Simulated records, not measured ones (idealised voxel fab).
process module | voxel quadruple lines
cross-section cut | 215 nm wide | cells 5 nm
A cross-section is a grid of square cells, given in bands from the top down. A band is one or more rows of cells.
Each band's line starts with the height of the band's top and of its bottom, in nm. Then come its materials from left to right, each with its width in nm. One material with "throughout" fills the band from edge to edge. "air" is empty space.
Height 0 is the level under which the wafer as received is all one material. The lowest band goes on downwards, as in "0 down".
A width such as "30 to 40" changes by the same amount from each row of cells to the next, from the band's top row to its bottom row.
"no change" after a step means that no cell of the cross-section changed.
closed voids: empty space of 8 cells or more with no open way to the top, each as width x height at its distance from the left edge, in nm
after a step's settings: what the simulator itself notes on the step
overlay nm, on a step with a mask: how far to the right of its planned place the mask lay; to the left if negative
plan
1 op RECEIVE | material Si
2 op CONFORMAL_DEP | material SiO2 | thk nm 5
3 op DIRECTIONAL_DEP | material TiN | thk nm 15
4 op DIRECTIONAL_DEP | material polySi | thk nm 15
5 op DIRECTIONAL_DEP | material aC | thk nm 25
6 op PATTERN | tone cover | mask id MANDREL | material resist | width nm 35 | thk nm 35 | overlay nm 0
7 op DIRECTIONAL_ETCH | etch materials aC | depth nm 25
8 op STRIP | etch materials resist
9 op CONFORMAL_DEP | material SiO2 | thk nm 15
10 op DIRECTIONAL_ETCH | etch materials SiO2 | depth nm 15
11 op STRIP | etch materials aC
12 op DIRECTIONAL_ETCH | etch materials polySi | depth nm 15
13 op STRIP | etch materials SiO2
14 op CONFORMAL_DEP | material SiCN | thk nm 10
15 op DIRECTIONAL_ETCH | etch materials SiCN | depth nm 10
16 op STRIP | etch materials polySi
17 op DIRECTIONAL_ETCH | etch materials TiN | depth nm 15
18 op STRIP | etch materials SiCN
19 op FILL_DEP | material lowk | thk nm 10
20 op CMP | height nm 20
as received, after step 1
  0 down: Si throughout
  closed voids: none
a wafer at the end: this start, this plan, one mistake
  20 to 15: lowk throughout
  15 to 0: lowk 65 | TiN 10 | lowk 15 | TiN 10 | lowk 15 | TiN 10 | lowk 15 | TiN 10 | lowk 65
  0 down: Si throughout
  closed voids: none
what went wrong: step 2 was left out
